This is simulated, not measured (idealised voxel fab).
Name of the process module below: voxel self aligned contacts
The figure presents cross-section cut, which has a width of 225 nm and is divided into square cells with an edge length of 5 nm.
A cross-section is written here as square cells arranged in a grid, and it is given in bands from the top down, each band taking up one or more rows of cells. This entry defines a band. It first specifies the height of the band's top and the height of its bottom in nm, and then specifies the band's materials from left to right, stating each material with its width in nm. The word "throughout" identifies a single material that fills the band from edge to edge, while the word "empty" identifies empty space. Ref level 0: as-received wafer is one material below here. Bottom band extends down with no lower bound ("0 and below"). You'd read "30->40" like this: the band's top row of cells is as wide as the first number, its bottom row is as wide as the second, and going down, every row changes width by the same amount as the row before did. Key: "remains unaltered" - step with no changed cell in the cross-section. Look at "Closed-off voids" for the closed voids: empty spaces with no open path to the top, sized 8 cells or up. Each is width x height at distance, distance from the left edge, all nm. It should be noted that, on the line of a given step, the content following the step's settings is a remark produced by the simulator itself with respect to that step. A step's line can hold "overlay nm"; with a mask on that step, the setting says how far right of the planned place the mask lay, while a negative setting says it lay to the left.

### So here's the lineup of process steps we planned
1,RECEIVE [material Si]
2,CONFORMAL_DEP [material SiO2] [thk nm 5]
3,DIRECTIONAL_DEP [material polySi] [thk nm 25]
4,DIRECTIONAL_DEP [material SiN] [thk nm 15]
5,PATTERN [tone cover] [mask id GATE] [material resist] [width nm 35] [pitch nm 60] [thk nm 15] [overlay nm 0]
6,DIRECTIONAL_ETCH [etch materials SiN] [depth nm 15]
7,DIRECTIONAL_ETCH [etch materials polySi] [depth nm 25]
8,STRIP [etch materials resist]
9,CONFORMAL_DEP [material SiN] [thk nm 5]
10,DIRECTIONAL_ETCH [etch materials SiN] [depth nm 5]
11,FILL_DEP [material SiO2] [thk nm 20]
12,CMP [height nm 55]
13,MASKED_ETCH [tone open] [mask id CONTACT] [width nm 35] [etch materials SiO2] [depth nm 55] [overlay nm 0]
14,CONFORMAL_DEP [material TiN] [thk nm 5]
15,FILL_DEP [material Ru] [thk nm 5]
16,CMP [height nm 55]
17,CONFORMAL_DEP [material SiN] [thk nm 5]

### First wafer out of two, processed as planned

### Incoming wafer in cross-section (state: after step 1)
	0 and below = Si throughout
	Closed-off voids: none

### Cross-section of the wafer after step 2
	5 down to 0 = SiO2 throughout
	below 0: unchanged

### Cross-section of the wafer after step 3
	30 down to 5 = polySi throughout
	below 5: unchanged

### Cross-section of the wafer after step 4
	45 down to 30 = SiN throughout
	below 30: unchanged

### Cross-section of the wafer after step 5
	60 down to 45 = empty 65 nm  resist 35 nm  empty 25 nm  resist 35 nm  empty 65 nm
	below 45: unchanged

### Cross-section of the wafer after step 6
	60 down to 45 = empty 65 nm  resist 35 nm  empty 25 nm  resist 35 nm  empty 65 nm
	45 down to 30 = empty 65 nm  SiN 35 nm  empty 25 nm  SiN 35 nm  empty 65 nm
	below 30: unchanged

### Cross-section of the wafer after step 7
	60 down to 45 = empty 65 nm  resist 35 nm  empty 25 nm  resist 35 nm  empty 65 nm
	45 down to 30 = empty 65 nm  SiN 35 nm  empty 25 nm  SiN 35 nm  empty 65 nm
	30 down to 5 = empty 65 nm  polySi 35 nm  empty 25 nm  polySi 35 nm  empty 65 nm
	below 5: unchanged

### Cross-section of the wafer after step 8
	45 down to 30 = empty 65 nm  SiN 35 nm  empty 25 nm  SiN 35 nm  empty 65 nm
	below 30: unchanged

### Cross-section of the wafer after step 9
	50 down to 30 = empty 60 nm  SiN 45 nm  empty 15 nm  SiN 45 nm  empty 60 nm
	30 down to 10 = empty 60 nm  SiN 5 nm  polySi 35 nm  SiN 5 nm  empty 15 nm  SiN 5 nm  polySi 35 nm  SiN 5 nm  empty 60 nm
	10 down to 5 = SiN 65 nm  polySi 35 nm  SiN 25 nm  polySi 35 nm  SiN 65 nm
	below 5: unchanged

### Cross-section of the wafer after step 10
	45 down to 30 = empty 60 nm  SiN 45 nm  empty 15 nm  SiN 45 nm  empty 60 nm
	30 down to 5 = empty 60 nm  SiN 5 nm  polySi 35 nm  SiN 5 nm  empty 15 nm  SiN 5 nm  polySi 35 nm  SiN 5 nm  empty 60 nm
	below 5: unchanged

### Cross-section of the wafer after step 11
	65 down to 45 = SiO2 throughout
	45 down to 30 = SiO2 60 nm  SiN 45 nm  SiO2 15 nm  SiN 45 nm  SiO2 60 nm
	30 down to 5 = SiO2 60 nm  SiN 5 nm  polySi 35 nm  SiN 5 nm  SiO2 15 nm  SiN 5 nm  polySi 35 nm  SiN 5 nm  SiO2 60 nm
	below 5: unchanged

### Cross-section of the wafer after step 12
	55 down to 45 = SiO2 throughout
	below 45: unchanged

### Cross-section of the wafer after step 13
	55 down to 45 = SiO2 95 nm  empty 35 nm  SiO2 95 nm
	45 down to 30 = SiO2 60 nm  SiN 45 nm  empty 15 nm  SiN 45 nm  SiO2 60 nm
	30 down to 5 = SiO2 60 nm  SiN 5 nm  polySi 35 nm  SiN 5 nm  empty 15 nm  SiN 5 nm  polySi 35 nm  SiN 5 nm  SiO2 60 nm
	5 down to 0 = SiO2 105 nm  empty 15 nm  SiO2 105 nm
	below 0: unchanged

### Cross-section of the wafer after step 14
	60 down to 55 = TiN 100 nm  empty 25 nm  TiN 100 nm
	55 down to 45 = SiO2 95 nm  TiN 5->15 nm  empty 25->5 nm  TiN 5->15 nm  SiO2 95 nm
	45 down to 30 = SiO2 60 nm  SiN 45 nm  TiN 5 nm  empty 5 nm  TiN 5 nm  SiN 45 nm  SiO2 60 nm
	30 down to 5 = SiO2 60 nm  SiN 5 nm  polySi 35 nm  SiN 5 nm  TiN 5 nm  empty 5 nm  TiN 5 nm  SiN 5 nm  polySi 35 nm  SiN 5 nm  SiO2 60 nm
	5 down to 0 = SiO2 105 nm  TiN 15 nm  SiO2 105 nm
	below 0: unchanged

### Cross-section of the wafer after step 15
	65 down to 60 = Ru throughout
	60 down to 55 = TiN 100 nm  Ru 25 nm  TiN 100 nm
	55 down to 45 = SiO2 95 nm  TiN 5->15 nm  Ru 25->5 nm  TiN 5->15 nm  SiO2 95 nm
	45 down to 30 = SiO2 60 nm  SiN 45 nm  TiN 5 nm  Ru 5 nm  TiN 5 nm  SiN 45 nm  SiO2 60 nm
	30 down to 5 = SiO2 60 nm  SiN 5 nm  polySi 35 nm  SiN 5 nm  TiN 5 nm  Ru 5 nm  TiN 5 nm  SiN 5 nm  polySi 35 nm  SiN 5 nm  SiO2 60 nm
	below 5: unchanged

### Cross-section of the wafer after step 16
	55 down to 45 = SiO2 95 nm  TiN 5->15 nm  Ru 25->5 nm  TiN 5->15 nm  SiO2 95 nm
	below 45: unchanged

### Cross-section of the wafer after step 17
	60 down to 55 = SiN throughout
	below 55: unchanged

### Wafer two. Identical start, identical plan. One mistake in execution. Identical history through step 4

### Second wafer profile in section, at the moment step 5 of the plan was meant to be complete
	60 down to 45 = empty 65 nm  resist 40 nm  empty 20 nm  resist 40 nm  empty 60 nm
	below 45: unchanged

### Second wafer profile in section, at the moment step 6 of the plan was meant to be complete
	60 down to 45 = empty 65 nm  resist 40 nm  empty 20 nm  resist 40 nm  empty 60 nm
	45 down to 30 = empty 65 nm  SiN 40 nm  empty 20 nm  SiN 40 nm  empty 60 nm
	below 30: unchanged

### Second wafer profile in section, at the moment step 7 of the plan was meant to be complete
	60 down to 45 = empty 65 nm  resist 40 nm  empty 20 nm  resist 40 nm  empty 60 nm
	45 down to 30 = empty 65 nm  SiN 40 nm  empty 20 nm  SiN 40 nm  empty 60 nm
	30 down to 5 = empty 65 nm  polySi 40 nm  empty 20 nm  polySi 40 nm  empty 60 nm
	below 5: unchanged

### Second wafer profile in section, at the moment step 8 of the plan was meant to be complete
	45 down to 30 = empty 65 nm  SiN 40 nm  empty 20 nm  SiN 40 nm  empty 60 nm
	below 30: unchanged

### Second wafer profile in section, at the moment step 9 of the plan was meant to be complete
	50 down to 30 = empty 60 nm  SiN 50 nm  empty 10 nm  SiN 50 nm  empty 55 nm
	30 down to 10 = empty 60 nm  SiN 5 nm  polySi 40 nm  SiN 5 nm  empty 10 nm  SiN 5 nm  polySi 40 nm  SiN 5 nm  empty 55 nm
	10 down to 5 = SiN 65 nm  polySi 40 nm  SiN 20 nm  polySi 40 nm  SiN 60 nm
	below 5: unchanged

### Second wafer profile in section, at the moment step 10 of the plan was meant to be complete
	45 down to 30 = empty 60 nm  SiN 50 nm  empty 10 nm  SiN 50 nm  empty 55 nm
	30 down to 5 = empty 60 nm  SiN 5 nm  polySi 40 nm  SiN 5 nm  empty 10 nm  SiN 5 nm  polySi 40 nm  SiN 5 nm  empty 55 nm
	below 5: unchanged

### Second wafer profile in section, at the moment step 11 of the plan was meant to be complete
	65 down to 45 = SiO2 throughout
	45 down to 30 = SiO2 60 nm  SiN 50 nm  SiO2 10 nm  SiN 50 nm  SiO2 55 nm
	30 down to 5 = SiO2 60 nm  SiN 5 nm  polySi 40 nm  SiN 5 nm  SiO2 10 nm  SiN 5 nm  polySi 40 nm  SiN 5 nm  SiO2 55 nm
	below 5: unchanged

### Second wafer profile in section, at the moment step 12 of the plan was meant to be complete
	55 down to 45 = SiO2 throughout
	below 45: unchanged

### Second wafer profile in section, at the moment step 13 of the plan was meant to be complete
	55 down to 45 = SiO2 95 nm  empty 35 nm  SiO2 95 nm
	45 down to 30 = SiO2 60 nm  SiN 50 nm  empty 10 nm  SiN 50 nm  SiO2 55 nm
	30 down to 5 = SiO2 60 nm  SiN 5 nm  polySi 40 nm  SiN 5 nm  empty 10 nm  SiN 5 nm  polySi 40 nm  SiN 5 nm  SiO2 55 nm
	5 down to 0 = SiO2 110 nm  empty 10 nm  SiO2 105 nm
	below 0: unchanged

### Second wafer profile in section, at the moment step 14 of the plan was meant to be complete
	60 down to 55 = TiN 100 nm  empty 25 nm  TiN 100 nm
	55 down to 50 = SiO2 95 nm  TiN 5 nm  empty 25 nm  TiN 5 nm  SiO2 95 nm
	50 down to 45 = SiO2 95 nm  TiN 35 nm  SiO2 95 nm
	45 down to 30 = SiO2 60 nm  SiN 50 nm  TiN 10 nm  SiN 50 nm  SiO2 55 nm
	30 down to 5 = SiO2 60 nm  SiN 5 nm  polySi 40 nm  SiN 5 nm  TiN 10 nm  SiN 5 nm  polySi 40 nm  SiN 5 nm  SiO2 55 nm
	5 down to 0 = SiO2 110 nm  TiN 10 nm  SiO2 105 nm
	below 0: unchanged

### Second wafer profile in section, at the moment step 15 of the plan was meant to be complete
	65 down to 60 = Ru throughout
	60 down to 55 = TiN 100 nm  Ru 25 nm  TiN 100 nm
	55 down to 50 = SiO2 95 nm  TiN 5 nm  Ru 25 nm  TiN 5 nm  SiO2 95 nm
	below 50: unchanged

### Second wafer profile in section, at the moment step 16 of the plan was meant to be complete
	55 down to 50 = SiO2 95 nm  TiN 5 nm  Ru 25 nm  TiN 5 nm  SiO2 95 nm
	below 50: unchanged

### Second wafer profile in section, at the moment step 17 of the plan was meant to be complete
	60 down to 55 = SiN throughout
	below 55: unchanged
what went wrong: step 5 ran differently from the plan; actual operation with settings: PATTERN [tone cover] [mask id GATE] [material resist] [width nm 40] [pitch nm 60] [thk nm 15] [overlay nm 0]
Final comparison by cell count, materials where the second wafer has more or fewer than the first: Ru -9; SiN +6; SiO2 -7; polySi +10
